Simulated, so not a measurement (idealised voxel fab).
The process module that follows is named voxel plated lines.
Displayed cross-section: cut, width of 225 nm, square cells sized 5 nm.
A cross-section in this document is a grid of square cells, and it is written down as bands, the top band listed before the ones below it; a band is made up of one or more rows of cells.
Within each band entry, the heights of the top and of the bottom of the band appear first, in that order and in nm; the materials of the band then follow from left to right, each with its corresponding width in nm. The designation "everywhere" on a single material indicates that it fills the band from edge to edge; the designation "blank" indicates empty space.
Ref level 0: as-received wafer is one material below here. Bottom band extends down with no lower bound ("0 nm and below").
With a width like "30->40", each row of cells in the band differs from the next by the same amount, the top row carrying the first number and the bottom row the second.
What does "no alteration" mean for a step? It means no cell of the cross-section changed in that step.
Empty spaces without an open route to the top, at least 8 cells in extent, make up the entry "Internal closed voids"; each is given as width x height at distance, where the distance is measured from the left edge, and all are in nm.
Text after the settings on a step's line: the simulator's own remark on that step.
overlay nm, on a step with a mask: how far to the right of its planned place the mask lay; to the left if negative
The steps planned for the process are as follows:
1 RECEIVE,material Si
2 CONFORMAL_DEP,material SiO2,thk nm 5
3 DIRECTIONAL_DEP,material TiN,thk nm 5
4 PATTERN,tone open,mask id LINES,material resist,width nm 30,pitch nm 45,thk nm 30,overlay nm 0
5 EPI,material Ru,thk nm 10
6 EPI,material Ru,thk nm 10
7 STRIP,etch materials resist
8 DIRECTIONAL_ETCH,etch materials TiN,depth nm 5
9 CONFORMAL_DEP,material SiN,thk nm 10
Received-state cross-section, reflecting completion of step 1:
- 0 nm and below  Si everywhere
- Internal closed voids: none
Wafer cross-section at end of module: start and plan as shown above, one execution error:
- 50 nm to 40 nm  40 of blank; 140 of SiN; 45 of blank
- 40 nm to 15 nm  40 of blank; 10 of SiN; 30 of Ru; 15 of SiN; 30 of Ru; 15 of SiN; 30 of Ru; 10 of SiN; 45 of blank
- 15 nm to 10 nm  50 of SiN; 30 of Ru; 15 of SiN; 30 of Ru; 15 of SiN; 30 of Ru; 55 of SiN
- 10 nm to 5 nm  50 of SiN; 30 of TiN; 15 of SiN; 30 of TiN; 15 of SiN; 30 of TiN; 55 of SiN
- 5 nm to 0 nm  SiO2 everywhere
- 0 nm and below  Si everywhere
- Internal closed voids: none
Diagnosis: note: one of steps 5 and 6 (identical) was run twice; cannot identify which
